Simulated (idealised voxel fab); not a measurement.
The following process module bears the name voxel trench capacitor.
In the cross-section labelled cut, the width is 265 nm and each square cell is 5 nm.
Cross-section format: a grid of square cells, given as bands from top to bottom; each band is one or more rows of cells. Each band's line starts with the height of the band's top and of its bottom, in nm. Then come its materials from left to right, each with its width in nm. One material with "full width" fills the band from edge to edge. "blank" is empty space. Where do heights start? At 0: under that level the wafer as delivered is made of one material only. And the lowest band has no floor; it just carries on downward, as in "0 and below". Width "30..40": first value at the band's top row of cells, second value at its bottom row, equal change from row to row. Where a step carries "no change", the cross-section came out of it unchanged, cell for cell. For the entry "Closed void entries", the listed items are empty spaces with no open way to the top whose size is 8 cells or more; each item follows the pattern width x height at distance, where distance is from the left edge and all three are in nm. Note: text after step settings on the step line = simulator remark on that step. A step's line can hold "overlay nm"; with a mask on that step, the setting says how far right of the planned place the mask lay, while a negative setting says it lay to the left. Read each pair as before and after one process step. The after cross-section shows only down to the lowest band that changed. The step between them and its settings are given below the pair. Pairs can come from different runs of this module on the same starting wafer. A pair continues from the pair above only where its "Pre-process state" entry says so.
PRE-PROCESS STATE
15 down to 10 | 70 nm blank  30 nm Al2O3  15 nm blank  30 nm Al2O3  15 nm blank  30 nm Al2O3  75 nm blank
10 down to 0 | 70 nm blank  5 nm Al2O3  20 nm SiN  5 nm Al2O3  15 nm blank  5 nm Al2O3  20 nm SiN  5 nm Al2O3  15 nm blank  5 nm Al2O3  20 nm SiN  5 nm Al2O3  75 nm blank
0 down to -35 | 70 nm blank  5 nm Al2O3  20 nm Si  5 nm Al2O3  15 nm blank  5 nm Al2O3  20 nm Si  5 nm Al2O3  15 nm blank  5 nm Al2O3  20 nm Si  5 nm Al2O3  75 nm blank
-35 down to -40 | 75 nm Al2O3  20 nm Si  25 nm Al2O3  20 nm Si  25 nm Al2O3  20 nm Si  80 nm Al2O3
-40 and below | Si full width
Closed void entries: none
AFTER THE STEP
20 down to 15 | polySi full width
15 down to 10 | 70 nm polySi  30 nm Al2O3  15 nm polySi  30 nm Al2O3  15 nm polySi  30 nm Al2O3  75 nm polySi
10 down to 0 | 70 nm polySi  5 nm Al2O3  20 nm SiN  5 nm Al2O3  15 nm polySi  5 nm Al2O3  20 nm SiN  5 nm Al2O3  15 nm polySi  5 nm Al2O3  20 nm SiN  5 nm Al2O3  75 nm polySi
0 down to -35 | 70 nm polySi  5 nm Al2O3  20 nm Si  5 nm Al2O3  15 nm polySi  5 nm Al2O3  20 nm Si  5 nm Al2O3  15 nm polySi  5 nm Al2O3  20 nm Si  5 nm Al2O3  75 nm polySi
Below a height of -35, the structure has not been altered.
Closed void entries: none
The before and after cross-sections above are linked by FILL_DEP, material polySi, thk nm 5
Pre-process state: the state before this step is the cross-section shown after the step in the pair just above.
AFTER THE STEP
10 down to 0 | 70 nm polySi  5 nm Al2O3  20 nm SiN  5 nm Al2O3  15 nm polySi  5 nm Al2O3  20 nm SiN  5 nm Al2O3  15 nm polySi  5 nm Al2O3  20 nm SiN  5 nm Al2O3  75 nm polySi
Below a height of 0, the structure has not been altered.
Closed void entries: none
The before and after cross-sections above are linked by CMP, height nm 10
